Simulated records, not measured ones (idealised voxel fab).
Module name: voxel self aligned vias (process module)
220 nm wide, 5 nm square cells: that's cross-section cut.
Bands, listed from the top down, are how a cross-section gets written in this document; the cross-section itself is a grid of square cells, and a band is one or more rows of them.
Heights first: top, then bottom, in nm. Then materials, left to right, each with a width in nm. "all across" on a single material: fills the band edge to edge. "air": empty space.
Heights are reckoned from 0. Under this level, the received wafer is all of one material. The bottommost band is open-ended downward, for example "0..down".
A width such as "30..40" changes by the same amount from each row of cells to the next, from the band's top row to its bottom row.
The cross-section has no changed cell in any step marked "same as before".
Enclosed voids (no open way to top), threshold 8 cells or more, entry "Enclosed void entries", notation width x height at distance, distance from left edge, nm.
after a step's settings: what the simulator itself notes on the step
overlay nm, on a step with a mask: how far to the right of its planned place the mask lay; to the left if negative

**The following list gives the planned process steps**
- 1: RECEIVE,material Si
- 2: CONFORMAL_DEP,material SiO2,thk nm 10
- 3: CONFORMAL_DEP,material SiCN,thk nm 5
- 4: DIRECTIONAL_DEP,material SiO2,thk nm 20
- 5: MASKED_ETCH,tone open,mask id LINES,width nm 25,pitch nm 65,etch materials SiO2,depth nm 20,overlay nm 0
- 6: CONFORMAL_DEP,material TiN,thk nm 5
- 7: FILL_DEP,material W,thk nm 10
- 8: CMP,height nm 35
- 9: SELECTIVE_ETCH,etch materials W Ru TiN,depth nm 5
- 10: FILL_DEP,material SiN,thk nm 5
- 11: CMP,height nm 35
- 12: DIRECTIONAL_DEP,material SiO2,thk nm 15
- 13: MASKED_ETCH,tone open,mask id VIAS,width nm 35,etch materials SiO2,depth nm 15,overlay nm 0
- 14: MASKED_ETCH,tone open,mask id VIAS,width nm 35,etch materials SiN,depth nm 5,overlay nm 0
- 15: CONFORMAL_DEP,material TiN,thk nm 5
- 16: FILL_DEP,material Cu,thk nm 5
- 17: CMP,height nm 50
- 18: CONFORMAL_DEP,material SiCN,thk nm 5

**The first wafer of two, processed as planned**

**This is the cross-section of the wafer as we received it, i.e. after step 1**
0..down = Si all across
Enclosed void entries: none

**Sectional view: wafer, after step 2**
10..0 = SiO2 all across
At heights below 0, the structure remains unaltered.

**Sectional view: wafer, after step 3**
15..10 = SiCN all across
At heights below 10, the structure remains unaltered.

**Sectional view: wafer, after step 4**
35..15 = SiO2 all across
At heights below 15, the structure remains unaltered.

**Sectional view: wafer, after step 5**
35..15 = 65 of SiO2 / 25 of air / 40 of SiO2 / 25 of air / 65 of SiO2
At heights below 15, the structure remains unaltered.

**Sectional view: wafer, after step 6**
40..35 = 70 of TiN / 15 of air / 50 of TiN / 15 of air / 70 of TiN
35..20 = 65 of SiO2 / 5 of TiN / 15 of air / 5 of TiN / 40 of SiO2 / 5 of TiN / 15 of air / 5 of TiN / 65 of SiO2
20..15 = 65 of SiO2 / 25 of TiN / 40 of SiO2 / 25 of TiN / 65 of SiO2
At heights below 15, the structure remains unaltered.

**Sectional view: wafer, after step 7**
50..40 = W all across
40..35 = 70 of TiN / 15 of W / 50 of TiN / 15 of W / 70 of TiN
35..20 = 65 of SiO2 / 5 of TiN / 15 of W / 5 of TiN / 40 of SiO2 / 5 of TiN / 15 of W / 5 of TiN / 65 of SiO2
At heights below 20, the structure remains unaltered.

**Sectional view: wafer, after step 8**
35..20 = 65 of SiO2 / 5 of TiN / 15 of W / 5 of TiN / 40 of SiO2 / 5 of TiN / 15 of W / 5 of TiN / 65 of SiO2
At heights below 20, the structure remains unaltered.

**Sectional view: wafer, after step 9**
35..30 = 65 of SiO2 / 25 of air / 40 of SiO2 / 25 of air / 65 of SiO2
At heights below 30, the structure remains unaltered.

**Sectional view: wafer, after step 10**
40..35 = SiN all across
35..30 = 65 of SiO2 / 25 of SiN / 40 of SiO2 / 25 of SiN / 65 of SiO2
At heights below 30, the structure remains unaltered.

**Sectional view: wafer, after step 11**
35..30 = 65 of SiO2 / 25 of SiN / 40 of SiO2 / 25 of SiN / 65 of SiO2
At heights below 30, the structure remains unaltered.

**Sectional view: wafer, after step 12**
50..35 = SiO2 all across
At heights below 35, the structure remains unaltered.

**Sectional view: wafer, after step 13**
50..35 = 60 of SiO2 / 35 of air / 125 of SiO2
At heights below 35, the structure remains unaltered.

**Sectional view: wafer, after step 14**
50..35 = 60 of SiO2 / 35 of air / 125 of SiO2
35..30 = 65 of SiO2 / 25 of air / 40 of SiO2 / 25 of SiN / 65 of SiO2
At heights below 30, the structure remains unaltered.

**Sectional view: wafer, after step 15**
55..50 = 65 of TiN / 25 of air / 130 of TiN
50..40 = 60 of SiO2 / 5 of TiN / 25 of air / 5 of TiN / 125 of SiO2
40..35 = 60 of SiO2 / 10 of TiN / 15 of air / 10 of TiN / 125 of SiO2
35..30 = 65 of SiO2 / 25 of TiN / 40 of SiO2 / 25 of SiN / 65 of SiO2
At heights below 30, the structure remains unaltered.

**Sectional view: wafer, after step 16**
60..55 = Cu all across
55..50 = 65 of TiN / 25 of Cu / 130 of TiN
50..40 = 60 of SiO2 / 5 of TiN / 25 of Cu / 5 of TiN / 125 of SiO2
40..35 = 60 of SiO2 / 10 of TiN / 15 of Cu / 10 of TiN / 125 of SiO2
At heights below 35, the structure remains unaltered.

**Sectional view: wafer, after step 17**
50..40 = 60 of SiO2 / 5 of TiN / 25 of Cu / 5 of TiN / 125 of SiO2
At heights below 40, the structure remains unaltered.

**Sectional view: wafer, after step 18**
55..50 = SiCN all across
At heights below 50, the structure remains unaltered.

**Second wafer, same starting state and plan as the first, one mistake in the run, identical through step 12**

**Second wafer, cross-section, planned end of step 13**
50..35 = 60 of SiO2 / 35 of air / 125 of SiO2
35..30 = 60 of SiO2 / 5 of air / 25 of SiN / 5 of air / 35 of SiO2 / 25 of SiN / 65 of SiO2
30..20 = 60 of SiO2 / 5 of air / 5 of TiN / 15 of W / 5 of TiN / 5 of air / 35 of SiO2 / 5 of TiN / 15 of W / 5 of TiN / 65 of SiO2
At heights below 20, the structure remains unaltered.

**Second wafer, cross-section, planned end of step 14**
50..35 = 60 of SiO2 / 35 of air / 125 of SiO2
35..30 = 60 of SiO2 / 35 of air / 35 of SiO2 / 25 of SiN / 65 of SiO2
At heights below 30, the structure remains unaltered.

**Second wafer, cross-section, planned end of step 15**
55..50 = 65 of TiN / 25 of air / 130 of TiN
50..35 = 60 of SiO2 / 5 of TiN / 25 of air / 5 of TiN / 125 of SiO2
35..30 = 60 of SiO2 / 35 of TiN / 35 of SiO2 / 25 of SiN / 65 of SiO2
30..20 = 60 of SiO2 / 10 of TiN / 15 of W / 10 of TiN / 35 of SiO2 / 5 of TiN / 15 of W / 5 of TiN / 65 of SiO2
At heights below 20, the structure remains unaltered.

**Second wafer, cross-section, planned end of step 16**
60..55 = Cu all across
55..50 = 65 of TiN / 25 of Cu / 130 of TiN
50..35 = 60 of SiO2 / 5 of TiN / 25 of Cu / 5 of TiN / 125 of SiO2
At heights below 35, the structure remains unaltered.

**Second wafer, cross-section, planned end of step 17**
50..35 = 60 of SiO2 / 5 of TiN / 25 of Cu / 5 of TiN / 125 of SiO2
At heights below 35, the structure remains unaltered.

**Second wafer, cross-section, planned end of step 18**
55..50 = SiCN all across
At heights below 50, the structure remains unaltered.
Plan not followed: heads up, step 13 of the plan got done twice
Final tally in cells, some materials are higher or lower on the second wafer than on the first: Cu +2; SiO2 -6; TiN +4
